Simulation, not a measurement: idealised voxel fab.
process module | voxel capacitor over wiring
260 nm wide, 5 nm square cells: that's cross-section cut.
For the purposes of this document, a cross-section shall be understood as a grid of square cells, specified as bands listed in top-to-bottom order, each band consisting of one or more rows of cells.
First you get the band's top height and its bottom height, in nm, and then the materials it's made of, left to right, with each width in nm. If you see a single material with "everywhere", that one covers the band edge to edge. "empty" is empty space.
Convention: height 0 is the level below which the wafer, as received, is all one material. The lowest band does not terminate at the bottom but continues downward, represented as "0..down".
Width: "30->40" (first number = top row, second number = bottom row, same change from row to row of cells).
Step marked "remained unchanged"? Then no cell in the cross-section changed in it.
The entry titled "Closed void list" provides the empty spaces that have no open way to the top, restricted to those of 8 cells or more. Each is presented as width x height at distance, the distance being measured from the left edge, with all three in nm.
It should be noted that, on the line of a given step, the content following the step's settings is a remark produced by the simulator itself with respect to that step.
"overlay nm" denotes, for a step that has a mask, the displacement of the mask to the right of its planned place, with negative values corresponding to the left.

The process steps that were planned are listed below
| 1 | RECEIVE [material Si] |
| 2 | CONFORMAL_DEP [material SiO2] [thk nm 10] |
| 3 | DIRECTIONAL_DEP [material TiN] [thk nm 5] |
| 4 | DIRECTIONAL_DEP [material W] [thk nm 15] |
| 5 | MASKED_ETCH [tone cover] [mask id METAL_1] [width nm 30] [pitch nm 100] [etch materials W] [depth nm 15] [overlay nm 0] |
| 6 | MASKED_ETCH [tone cover] [mask id METAL_1] [width nm 30] [pitch nm 100] [etch materials TiN] [depth nm 5] [overlay nm 0] |
| 7 | CONFORMAL_DEP [material SiN] [thk nm 5] |
| 8 | FILL_DEP [material lowk] [thk nm 10] |
| 9 | CMP [height nm 30] |
| 10 | CONFORMAL_DEP [material SiCN] [thk nm 5] |
| 11 | DIRECTIONAL_DEP [material lowk] [thk nm 15] |
| 12 | MASKED_ETCH [tone open] [mask id PLUG_1] [width nm 15] [etch materials lowk] [depth nm 15] [overlay nm 0] |
| 13 | MASKED_ETCH [tone open] [mask id PLUG_1] [width nm 15] [etch materials SiCN] [depth nm 5] [overlay nm 0] |
| 14 | EPI [material Ru] [thk nm 10] |
| 15 | EPI [material Ru] [thk nm 10] |
| 16 | DIRECTIONAL_DEP [material TiN] [thk nm 5] |
| 17 | DIRECTIONAL_DEP [material HfO2] [thk nm 5] |
| 18 | DIRECTIONAL_DEP [material TiN] [thk nm 10] |
| 19 | DIRECTIONAL_DEP [material aC] [thk nm 15] |
| 20 | PATTERN [tone cover] [mask id UPPER_PLATE] [material resist] [width nm 75] [thk nm 35] [overlay nm 0] |
| 21 | DIRECTIONAL_ETCH [etch materials aC] [depth nm 15] |
| 22 | STRIP [etch materials resist] |
| 23 | DIRECTIONAL_ETCH [etch materials TiN] [depth nm 10] |
| 24 | DIRECTIONAL_ETCH [etch materials HfO2] [depth nm 5] |
| 25 | STRIP [etch materials aC] |
| 26 | DIRECTIONAL_DEP [material aC] [thk nm 15] |
| 27 | PATTERN [tone cover] [mask id LOWER_PLATE] [material resist] [width nm 85] [thk nm 30] [overlay nm 0] |
| 28 | DIRECTIONAL_ETCH [etch materials aC] [depth nm 15] |
| 29 | STRIP [etch materials resist] |
| 30 | DIRECTIONAL_ETCH [etch materials TiN] [depth nm 5] |
| 31 | STRIP [etch materials aC] |
| 32 | FILL_DEP [material SiO2] [thk nm 15] |
| 33 | CMP [height nm 80] |
| 34 | DIRECTIONAL_DEP [material aC] [thk nm 10] |
| 35 | PATTERN [tone open] [mask id PLUG_2] [material resist] [width nm 15] [thk nm 25] [overlay nm 0] |
| 36 | DIRECTIONAL_ETCH [etch materials aC] [depth nm 10] |
| 37 | STRIP [etch materials resist] |
| 38 | DIRECTIONAL_ETCH [etch materials SiO2] [depth nm 10] |
| 39 | STRIP [etch materials aC] |
| 40 | CONFORMAL_DEP [material TiN] [thk nm 5] |
| 41 | FILL_DEP [material Cu] [thk nm 5] |
| 42 | CMP [height nm 80] |
| 43 | CONFORMAL_DEP [material SiN] [thk nm 5] |

The first of a set of two wafers, run to plan

Cross-section, incoming material, after step 1
    0..down | Si everywhere
    Closed void list: none

Cross-section: wafer state after step 2
    10..0 | SiO2 everywhere
    Note: structure below 0 unchanged.

Cross-section: wafer state after step 3
    15..10 | TiN everywhere
    Note: structure below 10 unchanged.

Cross-section: wafer state after step 4
    30..15 | W everywhere
    Note: structure below 15 unchanged.

Cross-section: wafer state after step 5
    30..15 | empty=65 | W=30 | empty=70 | W=30 | empty=65
    Note: structure below 15 unchanged.

Cross-section: wafer state after step 6
    30..15 | empty=65 | W=30 | empty=70 | W=30 | empty=65
    15..10 | empty=65 | TiN=30 | empty=70 | TiN=30 | empty=65
    Note: structure below 10 unchanged.

Cross-section: wafer state after step 7
    35..30 | empty=60 | SiN=40 | empty=60 | SiN=40 | empty=60
    30..15 | empty=60 | SiN=5 | W=30 | SiN=5 | empty=60 | SiN=5 | W=30 | SiN=5 | empty=60
    15..10 | SiN=65 | TiN=30 | SiN=70 | TiN=30 | SiN=65
    Note: structure below 10 unchanged.

Cross-section: wafer state after step 8
    45..35 | lowk everywhere
    35..30 | lowk=60 | SiN=40 | lowk=60 | SiN=40 | lowk=60
    30..15 | lowk=60 | SiN=5 | W=30 | SiN=5 | lowk=60 | SiN=5 | W=30 | SiN=5 | lowk=60
    Note: structure below 15 unchanged.

Cross-section: wafer state after step 9
    30..15 | lowk=60 | SiN=5 | W=30 | SiN=5 | lowk=60 | SiN=5 | W=30 | SiN=5 | lowk=60
    Note: structure below 15 unchanged.

Cross-section: wafer state after step 10
    35..30 | SiCN everywhere
    Note: structure below 30 unchanged.

Cross-section: wafer state after step 11
    50..35 | lowk everywhere
    Note: structure below 35 unchanged.

Cross-section: wafer state after step 12
    50..35 | lowk=80 | empty=15 | lowk=165
    Note: structure below 35 unchanged.

Cross-section: wafer state after step 13
    50..35 | lowk=80 | empty=15 | lowk=165
    35..30 | SiCN=80 | empty=15 | SiCN=165
    Note: structure below 30 unchanged.

Cross-section: wafer state after step 14
    50..40 | lowk=80 | empty=15 | lowk=165
    40..35 | lowk=80 | Ru=15 | lowk=165
    35..30 | SiCN=80 | Ru=15 | SiCN=165
    Note: structure below 30 unchanged.

Cross-section: wafer state after step 15
    50..35 | lowk=80 | Ru=15 | lowk=165
    Note: structure below 35 unchanged.

Cross-section: wafer state after step 16
    55..50 | TiN everywhere
    Note: structure below 50 unchanged.

Cross-section: wafer state after step 17
    60..55 | HfO2 everywhere
    Note: structure below 55 unchanged.

Cross-section: wafer state after step 18
    70..60 | TiN everywhere
    Note: structure below 60 unchanged.

Cross-section: wafer state after step 19
    85..70 | aC everywhere
    Note: structure below 70 unchanged.

Cross-section: wafer state after step 20
    120..85 | empty=80 | resist=75 | empty=105
    Note: structure below 85 unchanged.

Cross-section: wafer state after step 21
    105..85 | empty=80 | resist=75 | empty=105
    85..70 | empty=80 | aC=75 | empty=105
    Note: structure below 70 unchanged.

Cross-section: wafer state after step 22
    85..70 | empty=80 | aC=75 | empty=105
    Note: structure below 70 unchanged.

Cross-section: wafer state after step 23
    85..70 | empty=80 | aC=75 | empty=105
    70..60 | empty=80 | TiN=75 | empty=105
    Note: structure below 60 unchanged.

Cross-section: wafer state after step 24
    85..70 | empty=80 | aC=75 | empty=105
    70..60 | empty=80 | TiN=75 | empty=105
    60..55 | empty=80 | HfO2=75 | empty=105
    Note: structure below 55 unchanged.

Cross-section: wafer state after step 25
    70..60 | empty=80 | TiN=75 | empty=105
    Note: structure below 60 unchanged.

Cross-section: wafer state after step 26
    85..70 | empty=80 | aC=75 | empty=105
    70..60 | aC=80 | TiN=75 | aC=105
    60..55 | aC=80 | HfO2=75 | aC=105
    Note: structure below 55 unchanged.

Cross-section: wafer state after step 27
    115..85 | empty=75 | resist=85 | empty=100
    85..70 | empty=75 | resist=5 | aC=75 | resist=5 | empty=100
    Note: structure below 70 unchanged.

Cross-section: wafer state after step 28
    100..85 | empty=75 | resist=85 | empty=100
    85..70 | empty=75 | resist=5 | aC=75 | resist=5 | empty=100
    70..60 | empty=75 | aC=5 | TiN=75 | aC=5 | empty=100
    60..55 | empty=75 | aC=5 | HfO2=75 | aC=5 | empty=100
    Note: structure below 55 unchanged.

Cross-section: wafer state after step 29
    85..70 | empty=80 | aC=75 | empty=105
    Note: structure below 70 unchanged.

Cross-section: wafer state after step 30
    85..70 | empty=80 | aC=75 | empty=105
    70..60 | empty=75 | aC=5 | TiN=75 | aC=5 | empty=100
    60..55 | empty=75 | aC=5 | HfO2=75 | aC=5 | empty=100
    55..50 | empty=75 | TiN=85 | empty=100
    Note: structure below 50 unchanged.

Cross-section: wafer state after step 31
    70..60 | empty=80 | TiN=75 | empty=105
    60..55 | empty=80 | HfO2=75 | empty=105
    Note: structure below 55 unchanged.

Cross-section: wafer state after step 32
    85..70 | SiO2 everywhere
    70..60 | SiO2=80 | TiN=75 | SiO2=105
    60..55 | SiO2=80 | HfO2=75 | SiO2=105
    55..50 | SiO2=75 | TiN=85 | SiO2=100
    Note: structure below 50 unchanged.

Cross-section: wafer state after step 33
    80..70 | SiO2 everywhere
    Note: structure below 70 unchanged.

Cross-section: wafer state after step 34
    90..80 | aC everywhere
    Note: structure below 80 unchanged.

Cross-section: wafer state after step 35
    115..90 | resist=90 | empty=15 | resist=155
    Note: structure below 90 unchanged.

Cross-section: wafer state after step 36
    105..90 | resist=90 | empty=15 | resist=155
    90..80 | aC=90 | empty=15 | aC=155
    Note: structure below 80 unchanged.

Cross-section: wafer state after step 37
    90..80 | aC=90 | empty=15 | aC=155
    Note: structure below 80 unchanged.

Cross-section: wafer state after step 38
    90..80 | aC=90 | empty=15 | aC=155
    80..70 | SiO2=90 | empty=15 | SiO2=155
    Note: structure below 70 unchanged.

Cross-section: wafer state after step 39
    80..70 | SiO2=90 | empty=15 | SiO2=155
    Note: structure below 70 unchanged.

Cross-section: wafer state after step 40
    85..80 | TiN=95 | empty=5 | TiN=160
    80..75 | SiO2=90 | TiN=5 | empty=5 | TiN=5 | SiO2=155
    75..70 | SiO2=90 | TiN=15 | SiO2=155
    Note: structure below 70 unchanged.

Cross-section: wafer state after step 41
    90..85 | Cu everywhere
    85..80 | TiN=95 | Cu=5 | TiN=160
    80..75 | SiO2=90 | TiN=5 | Cu=5 | TiN=5 | SiO2=155
    Note: structure below 75 unchanged.

Cross-section: wafer state after step 42
    80..75 | SiO2=90 | TiN=5 | Cu=5 | TiN=5 | SiO2=155
    Note: structure below 75 unchanged.

Cross-section: wafer state after step 43
    85..80 | SiN everywhere
    Note: structure below 80 unchanged.

Second wafer - shared start and plan with the first - one error in running - same as the first up to step 40 inclusive

Second wafer shown in cross-section at the time step 41 was slated to end
    90..85 | SiO2 everywhere
    85..80 | TiN=95 | SiO2=5 | TiN=160
    80..75 | SiO2=90 | TiN=5 | SiO2=5 | TiN=5 | SiO2=155
    Note: structure below 75 unchanged.

Second wafer shown in cross-section at the time step 42 was slated to end
    80..75 | SiO2=90 | TiN=5 | SiO2=5 | TiN=5 | SiO2=155
    Note: structure below 75 unchanged.

Second wafer shown in cross-section at the time step 43 was slated to end
    85..80 | SiN everywhere
    Note: structure below 80 unchanged.
what went wrong: in deviation from the planned setting, step 41 was conducted as FILL_DEP [material SiO2] [thk nm 5]
Materials where the second wafer ends with more or fewer cells than the first: -1 Cu; +1 SiO2
